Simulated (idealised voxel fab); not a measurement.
Process module under the name voxel transistor to metal
The cross-section shown here is cut; it is 205 nm wide and divided into square cells measuring 5 nm on a side.
A cross-section is written here as square cells arranged in a grid, and it is given in bands from the top down, each band taking up one or more rows of cells. What a band's entry tells you: where the top is and where the bottom is, as heights in nm, and after that what lies inside, material by material from left to right, each with its width in nm. Empty space is written as the word "blank", and a single material marked with the word "edge to edge" occupies the band from edge to edge. Counting heights begins at 0, where everything beneath is, in the wafer as received, one material. The lowest band has no bottom; it goes on downwards, as "top 0, no bottom" shows. Width: "30->40" (first number = top row, second number = bottom row, same change from row to row of cells). What does "nothing altered" mean for a step? It means no cell of the cross-section changed in that step. Each empty space that has no open way to the top and spans at least 8 cells appears under "Closed void inventory" as width x height at distance, the distance counted from the left edge, all in nm. Read whatever lies past the settings on a step's line as the simulator's own remark about the step. Each step line may optionally specify "overlay nm", which for a step with a mask gives the rightward distance between the mask's planned place and where it lay, a negative value indicating the leftward direction.
Steps in the process plan:
- 1: RECEIVE [material Si]
- 2: CONFORMAL_DEP [material SiO2] [thk nm 5]
- 3: CONFORMAL_DEP [material SiN] [thk nm 10]
- 4: DIRECTIONAL_DEP [material aC] [thk nm 15]
- 5: PATTERN [tone cover] [mask id ACTIVE] [material resist] [width nm 110] [thk nm 35] [overlay nm 0]
- 6: DIRECTIONAL_ETCH [etch materials aC] [depth nm 15]
- 7: STRIP [etch materials resist]
- 8: DIRECTIONAL_ETCH [etch materials SiN] [depth nm 10]
- 9: DIRECTIONAL_ETCH [etch materials SiO2] [depth nm 5]
- 10: DIRECTIONAL_ETCH [etch materials Si] [depth nm 35]
- 11: STRIP [etch materials aC]
- 12: OXIDIZE [depth nm 5]
- 13: FILL_DEP [material SiO2] [thk nm 10]
- 14: CMP [height nm 15]
- 15: SELECTIVE_ETCH [etch materials SiO2] [depth nm 10]
- 16: STRIP [etch materials SiN]
- 17: SELECTIVE_ETCH [etch materials SiO2] [depth nm 5]
- 18: OXIDIZE [depth nm 5]
- 19: DIRECTIONAL_DEP [material polySi] [thk nm 25]
- 20: DIRECTIONAL_DEP [material SiCN] [thk nm 10]
- 21: DIRECTIONAL_DEP [material aC] [thk nm 10]
- 22: PATTERN [tone cover] [mask id GATE] [material resist] [width nm 20] [thk nm 25] [overlay nm 0]
- 23: DIRECTIONAL_ETCH [etch materials aC] [depth nm 10]
- 24: STRIP [etch materials resist]
- 25: DIRECTIONAL_ETCH [etch materials SiCN] [depth nm 20]
- 26: DIRECTIONAL_ETCH [etch materials polySi] [depth nm 35]
- 27: STRIP [etch materials aC]
- 28: CONFORMAL_DEP [material SiO2] [thk nm 5]
- 29: DIRECTIONAL_ETCH [etch materials SiO2] [depth nm 5]
- 30: CONFORMAL_DEP [material SiN] [thk nm 10]
- 31: DIRECTIONAL_ETCH [etch materials SiN] [depth nm 10]
- 32: DIRECTIONAL_ETCH [etch materials SiO2] [depth nm 5]
- 33: EPI [material pSi] [thk nm 5]
- 34: FILL_DEP [material SiO2] [thk nm 10]
- 35: CMP [height nm 35]
- 36: DIRECTIONAL_DEP [material SiO2] [thk nm 15]
- 37: MASKED_ETCH [tone open] [mask id CONTACT] [width nm 30] [pitch nm 60] [etch materials SiO2] [depth nm 50] [overlay nm 0]
- 38: CONFORMAL_DEP [material TiN] [thk nm 5]
- 39: FILL_DEP [material Ru] [thk nm 5]
- 40: CMP [height nm 50]
- 41: CONFORMAL_DEP [material SiCN] [thk nm 5]
- 42: DIRECTIONAL_DEP [material SiO2] [thk nm 15]
- 43: MASKED_ETCH [tone open] [mask id METAL_1] [width nm 15] [pitch nm 75] [etch materials SiO2] [depth nm 15] [overlay nm 0]
- 44: MASKED_ETCH [tone open] [mask id METAL_1] [width nm 15] [pitch nm 75] [etch materials SiCN] [depth nm 5] [overlay nm 0]
- 45: CONFORMAL_DEP [material TiN] [thk nm 5]
- 46: FILL_DEP [material Ru] [thk nm 10]
- 47: CMP [height nm 70]
- 48: CONFORMAL_DEP [material SiCN] [thk nm 5]
- 49: DIRECTIONAL_DEP [material SiO2] [thk nm 30]
- 50: PATTERN [tone open] [mask id METAL_2] [material resist] [width nm 15] [pitch nm 75] [thk nm 15] [overlay nm 0]
- 51: DIRECTIONAL_ETCH [etch materials SiO2] [depth nm 20]
- 52: STRIP [etch materials resist]
- 53: MASKED_ETCH [tone open] [mask id METAL_2_HOLES] [width nm 15] [pitch nm 75] [etch materials SiO2] [depth nm 10] [overlay nm 0]
- 54: MASKED_ETCH [tone open] [mask id METAL_2_HOLES] [width nm 15] [pitch nm 75] [etch materials SiCN] [depth nm 5] [overlay nm 0]
- 55: CONFORMAL_DEP [material TiN] [thk nm 5]
- 56: FILL_DEP [material Ru] [thk nm 10]
- 57: CMP [height nm 105]
- 58: CONFORMAL_DEP [material SiCN] [thk nm 5]
The cross-section here shows the wafer as received, i.e. in its state after step 1:
top 0, no bottom = Si edge to edge
Closed void inventory: none
First of two wafers: cross-section at end of module, run per plan:
top 110, bottom 105 = SiCN edge to edge
top 105, bottom 75 = 55 SiO2, 5 TiN, 5 Ru, 5 TiN, 60 SiO2, 5 TiN, 5 Ru, 5 TiN, 60 SiO2
top 75, bottom 70 = 55 SiCN, 15 TiN, 60 SiCN, 15 TiN, 60 SiCN
top 70, bottom 55 = 55 SiO2, 5 TiN, 5 Ru, 5 TiN, 60 SiO2, 5 TiN, 5 Ru, 5 TiN, 60 SiO2
top 55, bottom 50 = 55 SiCN, 15 TiN, 60 SiCN, 15 TiN, 60 SiCN
top 50, bottom 40 = 55 SiO2, 5 TiN, 20 Ru, 5 TiN, 30 SiO2, 5 TiN, 20 Ru, 5 TiN, 60 SiO2
top 40, bottom 35 = 55 SiO2, 5 TiN, 10 Ru, 15 TiN, 30 SiO2, 15 TiN, 10 Ru, 5 TiN, 60 SiO2
top 35, bottom 25 = 55 SiO2, 5 TiN, 10 Ru, 5 TiN, 10 SiN, 5 SiO2, 20 SiCN, 5 SiO2, 10 SiN, 5 TiN, 10 Ru, 5 TiN, 60 SiO2
top 25, bottom 5 = 55 SiO2, 5 TiN, 10 Ru, 5 TiN, 10 SiN, 5 SiO2, 20 polySi, 5 SiO2, 10 SiN, 5 TiN, 10 Ru, 5 TiN, 60 SiO2
top 5, bottom 0 = 55 SiO2, 20 TiN, 10 SiN, 5 SiO2, 20 polySi, 5 SiO2, 10 SiN, 20 TiN, 60 SiO2
top 0, bottom -5 = 45 SiO2, 30 pSi, 50 SiO2, 30 pSi, 50 SiO2
top -5, bottom -40 = 50 SiO2, 100 Si, 55 SiO2
top -40, no bottom = Si edge to edge
Closed void inventory: none
Cross-section of the latter of the two wafers at module completion. It had an identical start and an identical plan to the former; in running it, one mistake was made:
top 110, bottom 105 = SiCN edge to edge
top 105, bottom 100 = Ru edge to edge
top 100, bottom 95 = 60 TiN, 5 Ru, 70 TiN, 5 Ru, 65 TiN
top 95, bottom 90 = 55 SiO2, 5 TiN, 5 Ru, 5 TiN, 60 SiO2, 5 TiN, 5 Ru, 5 TiN, 60 SiO2
top 90, bottom 85 = 55 SiO2, 15 TiN, 60 SiO2, 15 TiN, 60 SiO2
top 85, bottom 75 = SiO2 edge to edge
top 75, bottom 70 = SiCN edge to edge
top 70, bottom 55 = 55 SiO2, 5 TiN, 5 Ru, 5 TiN, 60 SiO2, 5 TiN, 5 Ru, 5 TiN, 60 SiO2
top 55, bottom 50 = 55 SiCN, 15 TiN, 60 SiCN, 15 TiN, 60 SiCN
top 50, bottom 40 = 55 SiO2, 5 TiN, 20 Ru, 5 TiN, 30 SiO2, 5 TiN, 20 Ru, 5 TiN, 60 SiO2
top 40, bottom 35 = 55 SiO2, 5 TiN, 10 Ru, 15 TiN, 30 SiO2, 15 TiN, 10 Ru, 5 TiN, 60 SiO2
top 35, bottom 25 = 55 SiO2, 5 TiN, 10 Ru, 5 TiN, 10 SiN, 5 SiO2, 20 SiCN, 5 SiO2, 10 SiN, 5 TiN, 10 Ru, 5 TiN, 60 SiO2
top 25, bottom 5 = 55 SiO2, 5 TiN, 10 Ru, 5 TiN, 10 SiN, 5 SiO2, 20 polySi, 5 SiO2, 10 SiN, 5 TiN, 10 Ru, 5 TiN, 60 SiO2
top 5, bottom 0 = 55 SiO2, 20 TiN, 10 SiN, 5 SiO2, 20 polySi, 5 SiO2, 10 SiN, 20 TiN, 60 SiO2
top 0, bottom -5 = 45 SiO2, 30 pSi, 50 SiO2, 30 pSi, 50 SiO2
top -5, bottom -40 = 50 SiO2, 100 Si, 55 SiO2
top -40, no bottom = Si edge to edge
Closed void inventory: none
Here's what went sideways: planned and actual differ for step 53; actual: MASKED_ETCH [tone cover] [mask id METAL_2_HOLES] [width nm 15] [pitch nm 75] [etch materials SiO2] [depth nm 10] [overlay nm 0]
Final comparison by cell count, materials where the second wafer has more or fewer than the first: 33 more of Ru, 6 more of SiCN, 58 fewer of SiO2, 19 more of TiN
